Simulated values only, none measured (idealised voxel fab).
The process module presented herein is designated voxel wiring stack.
Square cell edge 5 nm, section width 280 nm, ID cut.
Reading order for cross-sections: top band down to bottom band. Underlying form: a grid of square cells. Band size: one or more rows of cells.
The band entry comprises the height of the band's top followed by the height of its bottom, expressed in nm, and subsequently the band's materials from left to right, each stated together with its width in nm. Where a single material is marked with the word "everywhere", that material fills the band from edge to edge. The word "empty" represents empty space.
Where do heights start? At 0: under that level the wafer as delivered is made of one material only. And the lowest band has no floor; it just carries on downward, as in "0..down".
A width given as "30..40" starts at the first number in the band's top row and ends at the second number in its bottom row, shifting by an equal amount at every step from row to row.
Where a step carries "remained the same", the cross-section came out of it unchanged, cell for cell.
Any empty space of 8 cells or more lacking an open way to the top shows up in "Entrapped voids" as width x height at distance, distance from the left edge, in nm.
Heads up: the bit after the settings on a step's line is the simulator's remark on that step.
You can add "overlay nm" to a step's line. For a step with a mask, it describes how far the mask lay to the right of its planned position, and a negative number describes a lay to the left.

LISTED BELOW ARE THE PROCESS STEPS AS PLANNED
1: RECEIVE | material Si
2: CONFORMAL_DEP | material SiO2 | thk nm 15
3: CONFORMAL_DEP | material SiN | thk nm 5
4: DIRECTIONAL_DEP | material lowk | thk nm 20
5: DIRECTIONAL_DEP | material aC | thk nm 10
6: PATTERN | tone open | mask id METAL_1 | material resist | width nm 25 | pitch nm 45 | thk nm 25 | overlay nm 0
7: DIRECTIONAL_ETCH | etch materials aC | depth nm 10
8: STRIP | etch materials resist
9: DIRECTIONAL_ETCH | etch materials lowk | depth nm 20
10: DIRECTIONAL_ETCH | etch materials SiN | depth nm 5
11: STRIP | etch materials aC
12: CONFORMAL_DEP | material TiN | thk nm 5
13: FILL_DEP | material Ru | thk nm 5
14: CMP | height nm 40
15: CONFORMAL_DEP | material SiCN | thk nm 5
16: DIRECTIONAL_DEP | material lowk | thk nm 10
17: MASKED_ETCH | tone open | mask id PLUG_1 | width nm 15 | pitch nm 45 | etch materials lowk | depth nm 10 | overlay nm 0
18: MASKED_ETCH | tone open | mask id PLUG_1 | width nm 15 | pitch nm 45 | etch materials SiCN | depth nm 5 | overlay nm 0
19: EPI | material Ru | thk nm 10
20: EPI | material Ru | thk nm 5
21: CONFORMAL_DEP | material SiN | thk nm 5
22: DIRECTIONAL_DEP | material SiO2 | thk nm 15
23: PATTERN | tone open | mask id METAL_2 | material resist | width nm 25 | pitch nm 45 | thk nm 20 | overlay nm 0
24: DIRECTIONAL_ETCH | etch materials SiO2 | depth nm 15
25: DIRECTIONAL_ETCH | etch materials SiN | depth nm 5
26: STRIP | etch materials resist
27: CONFORMAL_DEP | material TiN | thk nm 5
28: FILL_DEP | material Cu | thk nm 5
29: CMP | height nm 75
30: CONFORMAL_DEP | material SiN | thk nm 5

CROSS-SECTION OF THE INCOMING WAFER, STATE AFTER STEP 1
* 0..down | Si everywhere
* Entrapped voids: none

WAFER AT MODULE END, IN SECTION. BEGAN AS ABOVE, PLANNED AS ABOVE, RUN WITH ONE MISTAKE
* 80..75 | SiN everywhere
* 75..60 | 80 of SiO2, 5 of TiN, 15 of Cu, 5 of TiN, 20 of SiO2, 5 of TiN, 15 of Cu, 5 of TiN, 20 of SiO2, 5 of TiN, 15 of Cu, 5 of TiN, 85 of SiO2
* 60..55 | 80 of SiN, 25 of TiN, 20 of SiN, 25 of TiN, 20 of SiN, 25 of TiN, 85 of SiN
* 55..50 | 80 of SiCN, 5 of SiN, 5 of TiN, 5 of SiN, 30 of SiCN, 5 of SiN, 5 of TiN, 5 of SiN, 30 of SiCN, 5 of SiN, 5 of TiN, 5 of SiN, 95 of SiCN
* 50..40 | lowk everywhere
* 40..20 | 80 of lowk, 5 of TiN, 15 of Ru, 5 of TiN, 20 of lowk, 5 of TiN, 15 of Ru, 5 of TiN, 20 of lowk, 5 of TiN, 15 of Ru, 5 of TiN, 85 of lowk
* 20..15 | 80 of SiN, 25 of TiN, 20 of SiN, 25 of TiN, 20 of SiN, 25 of TiN, 85 of SiN
* 15..0 | SiO2 everywhere
* 0..down | Si everywhere
* Entrapped voids: none
Here's what went sideways: order of steps 15 and 16 inverted relative to the plan
